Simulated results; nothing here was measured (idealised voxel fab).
Module name: voxel gate over fins (process module)
Shown is cross-section cut, with a width of 250 nm and square cells of size 5 nm.
A cross-section is a grid of square cells, given in bands from the top down. A band is one or more rows of cells.
Heads up on the band format: heights come first, top then bottom, in nm. After that it's the materials left to right, each with its width in nm. A single material flagged "edge to edge" fills the whole band edge to edge, and "empty" means there's empty space there.
Heights are reckoned from 0. Under this level, the received wafer is all of one material. The bottommost band is open-ended downward, for example "0 and below".
The expression "30 to 40" gives the width at the extremes of the band, the first number at its top row of cells and the second at its bottom row, with the width changing by equal amounts from each row to the next in between.
When a step is marked "everything unchanged", none of the cells in the cross-section changed during that step.
"Trapped voids" specifies each empty space that is not open to the top and that occupies no fewer than 8 cells, using the form width x height at distance, the distance measured from the left edge and all three quantities in nm.
Note: text after step settings on the step line = simulator remark on that step.
Among the settings permitted on a step's line is "overlay nm"; applied to a step with a mask, it specifies the extent to which the mask lay to the right of its planned position, whereas a negative figure signifies a position to the left.

## The process steps that were planned are listed below
1,RECEIVE, material Si
2,CONFORMAL_DEP, material SiN, thk nm 10
3,DIRECTIONAL_DEP, material aC, thk nm 15
4,PATTERN, tone cover, mask id FINS, material resist, width nm 15, pitch nm 35, thk nm 35, overlay nm 0
5,DIRECTIONAL_ETCH, etch materials aC, depth nm 15
6,STRIP, etch materials resist
7,DIRECTIONAL_ETCH, etch materials SiN, depth nm 10
8,DIRECTIONAL_ETCH, etch materials Si, depth nm 30
9,STRIP, etch materials aC
10,OXIDIZE, depth nm 5
11,FILL_DEP, material SiO2, thk nm 5
12,CMP, height nm 10
13,SELECTIVE_ETCH, etch materials SiO2, depth nm 25
14,STRIP, etch materials SiN
15,CONFORMAL_DEP, material HfO2, thk nm 5
16,CONFORMAL_DEP, material TiN, thk nm 5
17,FILL_DEP, material W, thk nm 15
18,CMP, height nm 20
19,CONFORMAL_DEP, material SiCN, thk nm 5

## The first of two wafers, run as planned

## The cross-section here shows the wafer as received, i.e. in its state after step 1
* 0 and below: Si edge to edge
* Trapped voids: none

## After step 2: wafer cross-section
* 10 down to 0: SiN edge to edge
* No changes below 0.

## After step 3: wafer cross-section
* 25 down to 10: aC edge to edge
* No changes below 10.

## After step 4: wafer cross-section
* 60 down to 25: empty 100 nm, then resist 15 nm, then empty 20 nm, then resist 15 nm, then empty 100 nm
* No changes below 25.

## After step 5: wafer cross-section
* 45 down to 25: empty 100 nm, then resist 15 nm, then empty 20 nm, then resist 15 nm, then empty 100 nm
* 25 down to 10: empty 100 nm, then aC 15 nm, then empty 20 nm, then aC 15 nm, then empty 100 nm
* No changes below 10.

## After step 6: wafer cross-section
* 25 down to 10: empty 100 nm, then aC 15 nm, then empty 20 nm, then aC 15 nm, then empty 100 nm
* No changes below 10.

## After step 7: wafer cross-section
* 25 down to 10: empty 100 nm, then aC 15 nm, then empty 20 nm, then aC 15 nm, then empty 100 nm
* 10 down to 0: empty 100 nm, then SiN 15 nm, then empty 20 nm, then SiN 15 nm, then empty 100 nm
* No changes below 0.

## After step 8: wafer cross-section
* 25 down to 10: empty 100 nm, then aC 15 nm, then empty 20 nm, then aC 15 nm, then empty 100 nm
* 10 down to 0: empty 100 nm, then SiN 15 nm, then empty 20 nm, then SiN 15 nm, then empty 100 nm
* 0 down to -30: empty 100 nm, then Si 15 nm, then empty 20 nm, then Si 15 nm, then empty 100 nm
* No changes below -30.

## After step 9: wafer cross-section
* 10 down to 0: empty 100 nm, then SiN 15 nm, then empty 20 nm, then SiN 15 nm, then empty 100 nm
* No changes below 0.

## After step 10: wafer cross-section
* 10 down to 0: empty 100 nm, then SiN 15 nm, then empty 20 nm, then SiN 15 nm, then empty 100 nm
* 0 down to -30: empty 100 nm, then SiO2 5 nm, then Si 5 nm, then SiO2 5 nm, then empty 20 nm, then SiO2 5 nm, then Si 5 nm, then SiO2 5 nm, then empty 100 nm
* -30 down to -35: SiO2 105 nm, then Si 5 nm, then SiO2 30 nm, then Si 5 nm, then SiO2 105 nm
* No changes below -35.

## After step 11: wafer cross-section
* 15 down to 10: SiO2 edge to edge
* 10 down to 0: SiO2 100 nm, then SiN 15 nm, then SiO2 20 nm, then SiN 15 nm, then SiO2 100 nm
* 0 down to -35: SiO2 105 nm, then Si 5 nm, then SiO2 30 nm, then Si 5 nm, then SiO2 105 nm
* No changes below -35.

## After step 12: wafer cross-section
* 10 down to 0: SiO2 100 nm, then SiN 15 nm, then SiO2 20 nm, then SiN 15 nm, then SiO2 100 nm
* No changes below 0.

## After step 13: wafer cross-section
* 10 down to 0: empty 100 nm, then SiN 15 nm, then empty 20 nm, then SiN 15 nm, then empty 100 nm
* 0 down to -15: empty 105 nm, then Si 5 nm, then empty 30 nm, then Si 5 nm, then empty 105 nm
* No changes below -15.

## After step 14: wafer cross-section
* 0 down to -15: empty 105 nm, then Si 5 nm, then empty 30 nm, then Si 5 nm, then empty 105 nm
* No changes below -15.

## After step 15: wafer cross-section
* 5 down to 0: empty 100 nm, then HfO2 15 nm, then empty 20 nm, then HfO2 15 nm, then empty 100 nm
* 0 down to -10: empty 100 nm, then HfO2 5 nm, then Si 5 nm, then HfO2 5 nm, then empty 20 nm, then HfO2 5 nm, then Si 5 nm, then HfO2 5 nm, then empty 100 nm
* -10 down to -15: HfO2 105 nm, then Si 5 nm, then HfO2 30 nm, then Si 5 nm, then HfO2 105 nm
* No changes below -15.

## After step 16: wafer cross-section
* 10 down to 5: empty 95 nm, then TiN 25 nm, then empty 10 nm, then TiN 25 nm, then empty 95 nm
* 5 down to 0: empty 95 nm, then TiN 5 nm, then HfO2 15 nm, then TiN 5 nm, then empty 10 nm, then TiN 5 nm, then HfO2 15 nm, then TiN 5 nm, then empty 95 nm
* 0 down to -5: empty 95 nm, then TiN 5 nm, then HfO2 5 nm, then Si 5 nm, then HfO2 5 nm, then TiN 5 nm, then empty 10 nm, then TiN 5 nm, then HfO2 5 nm, then Si 5 nm, then HfO2 5 nm, then TiN 5 nm, then empty 95 nm
* -5 down to -10: TiN 100 nm, then HfO2 5 nm, then Si 5 nm, then HfO2 5 nm, then TiN 20 nm, then HfO2 5 nm, then Si 5 nm, then HfO2 5 nm, then TiN 100 nm
* No changes below -10.

## After step 17: wafer cross-section
* 25 down to 10: W edge to edge
* 10 down to 5: W 95 nm, then TiN 25 nm, then W 10 nm, then TiN 25 nm, then W 95 nm
* 5 down to 0: W 95 nm, then TiN 5 nm, then HfO2 15 nm, then TiN 5 nm, then W 10 nm, then TiN 5 nm, then HfO2 15 nm, then TiN 5 nm, then W 95 nm
* 0 down to -5: W 95 nm, then TiN 5 nm, then HfO2 5 nm, then Si 5 nm, then HfO2 5 nm, then TiN 5 nm, then W 10 nm, then TiN 5 nm, then HfO2 5 nm, then Si 5 nm, then HfO2 5 nm, then TiN 5 nm, then W 95 nm
* No changes below -5.

## After step 18: wafer cross-section
* 20 down to 10: W edge to edge
* No changes below 10.

## After step 19: wafer cross-section
* 25 down to 20: SiCN edge to edge
* No changes below 20.

## Second wafer: same start and same plan as the first, one execution error; identical to the first through step 3

## What the second wafer looks like in cross-section when step 4 should have wrapped up
* 60 down to 25: resist 100 nm, then empty 15 nm, then resist 20 nm, then empty 15 nm, then resist 100 nm
* No changes below 25.

## What the second wafer looks like in cross-section when step 5 should have wrapped up
* 45 down to 25: resist 100 nm, then empty 15 nm, then resist 20 nm, then empty 15 nm, then resist 100 nm
* 25 down to 10: aC 100 nm, then empty 15 nm, then aC 20 nm, then empty 15 nm, then aC 100 nm
* No changes below 10.

## What the second wafer looks like in cross-section when step 6 should have wrapped up
* 25 down to 10: aC 100 nm, then empty 15 nm, then aC 20 nm, then empty 15 nm, then aC 100 nm
* No changes below 10.

## What the second wafer looks like in cross-section when step 7 should have wrapped up
* 25 down to 10: aC 100 nm, then empty 15 nm, then aC 20 nm, then empty 15 nm, then aC 100 nm
* 10 down to 0: SiN 100 nm, then empty 15 nm, then SiN 20 nm, then empty 15 nm, then SiN 100 nm
* No changes below 0.

## What the second wafer looks like in cross-section when step 8 should have wrapped up
* 25 down to 10: aC 100 nm, then empty 15 nm, then aC 20 nm, then empty 15 nm, then aC 100 nm
* 10 down to 0: SiN 100 nm, then empty 15 nm, then SiN 20 nm, then empty 15 nm, then SiN 100 nm
* 0 down to -30: Si 100 nm, then empty 15 nm, then Si 20 nm, then empty 15 nm, then Si 100 nm
* No changes below -30.

## What the second wafer looks like in cross-section when step 9 should have wrapped up
* 10 down to 0: SiN 100 nm, then empty 15 nm, then SiN 20 nm, then empty 15 nm, then SiN 100 nm
* No changes below 0.

## What the second wafer looks like in cross-section when step 10 should have wrapped up
* 10 down to 0: SiN 100 nm, then empty 15 nm, then SiN 20 nm, then empty 15 nm, then SiN 100 nm
* 0 down to -30: Si 95 nm, then SiO2 5 nm, then empty 15 nm, then SiO2 5 nm, then Si 10 nm, then SiO2 5 nm, then empty 15 nm, then SiO2 5 nm, then Si 95 nm
* -30 down to -35: Si 95 nm, then SiO2 25 nm, then Si 10 nm, then SiO2 25 nm, then Si 95 nm
* No changes below -35.

## What the second wafer looks like in cross-section when step 11 should have wrapped up
* 15 down to 10: SiO2 edge to edge
* 10 down to 0: SiN 100 nm, then SiO2 15 nm, then SiN 20 nm, then SiO2 15 nm, then SiN 100 nm
* 0 down to -35: Si 95 nm, then SiO2 25 nm, then Si 10 nm, then SiO2 25 nm, then Si 95 nm
* No changes below -35.

## What the second wafer looks like in cross-section when step 12 should have wrapped up
* 10 down to 0: SiN 100 nm, then SiO2 15 nm, then SiN 20 nm, then SiO2 15 nm, then SiN 100 nm
* No changes below 0.

## What the second wafer looks like in cross-section when step 13 should have wrapped up
* 10 down to 0: SiN 100 nm, then empty 15 nm, then SiN 20 nm, then empty 15 nm, then SiN 100 nm
* 0 down to -15: Si 95 nm, then empty 25 nm, then Si 10 nm, then empty 25 nm, then Si 95 nm
* No changes below -15.

## What the second wafer looks like in cross-section when step 14 should have wrapped up
* 0 down to -15: Si 95 nm, then empty 25 nm, then Si 10 nm, then empty 25 nm, then Si 95 nm
* No changes below -15.

## What the second wafer looks like in cross-section when step 15 should have wrapped up
* 5 down to 0: HfO2 100 nm, then empty 15 nm, then HfO2 20 nm, then empty 15 nm, then HfO2 100 nm
* 0 down to -10: Si 95 nm, then HfO2 5 nm, then empty 15 nm, then HfO2 5 nm, then Si 10 nm, then HfO2 5 nm, then empty 15 nm, then HfO2 5 nm, then Si 95 nm
* -10 down to -15: Si 95 nm, then HfO2 25 nm, then Si 10 nm, then HfO2 25 nm, then Si 95 nm
* No changes below -15.

## What the second wafer looks like in cross-section when step 16 should have wrapped up
* 10 down to 5: TiN 105 nm, then empty 5 nm, then TiN 30 nm, then empty 5 nm, then TiN 105 nm
* 5 down to 0: HfO2 100 nm, then TiN 5 nm, then empty 5 nm, then TiN 5 nm, then HfO2 20 nm, then TiN 5 nm, then empty 5 nm, then TiN 5 nm, then HfO2 100 nm
* 0 down to -5: Si 95 nm, then HfO2 5 nm, then TiN 5 nm, then empty 5 nm, then TiN 5 nm, then HfO2 5 nm, then Si 10 nm, then HfO2 5 nm, then TiN 5 nm, then empty 5 nm, then TiN 5 nm, then HfO2 5 nm, then Si 95 nm
* -5 down to -10: Si 95 nm, then HfO2 5 nm, then TiN 15 nm, then HfO2 5 nm, then Si 10 nm, then HfO2 5 nm, then TiN 15 nm, then HfO2 5 nm, then Si 95 nm
* No changes below -10.

## What the second wafer looks like in cross-section when step 17 should have wrapped up
* 25 down to 10: W edge to edge
* 10 down to 5: TiN 105 nm, then W 5 nm, then TiN 30 nm, then W 5 nm, then TiN 105 nm
* 5 down to 0: HfO2 100 nm, then TiN 5 nm, then W 5 nm, then TiN 5 nm, then HfO2 20 nm, then TiN 5 nm, then W 5 nm, then TiN 5 nm, then HfO2 100 nm
* 0 down to -5: Si 95 nm, then HfO2 5 nm, then TiN 5 nm, then W 5 nm, then TiN 5 nm, then HfO2 5 nm, then Si 10 nm, then HfO2 5 nm, then TiN 5 nm, then W 5 nm, then TiN 5 nm, then HfO2 5 nm, then Si 95 nm
* No changes below -5.

## What the second wafer looks like in cross-section when step 18 should have wrapped up
* 20 down to 10: W edge to edge
* No changes below 10.

## What the second wafer looks like in cross-section when step 19 should have wrapped up
* 25 down to 20: SiCN edge to edge
* No changes below 20.
Error vs. plan: not per plan at step 4, really ran PATTERN, tone open, mask id FINS, material resist, width nm 15, pitch nm 35, thk nm 35, overlay nm 0
End of process, cell counts, second wafer against first, materials with more or fewer: +266 Si | -152 SiO2 | -114 W
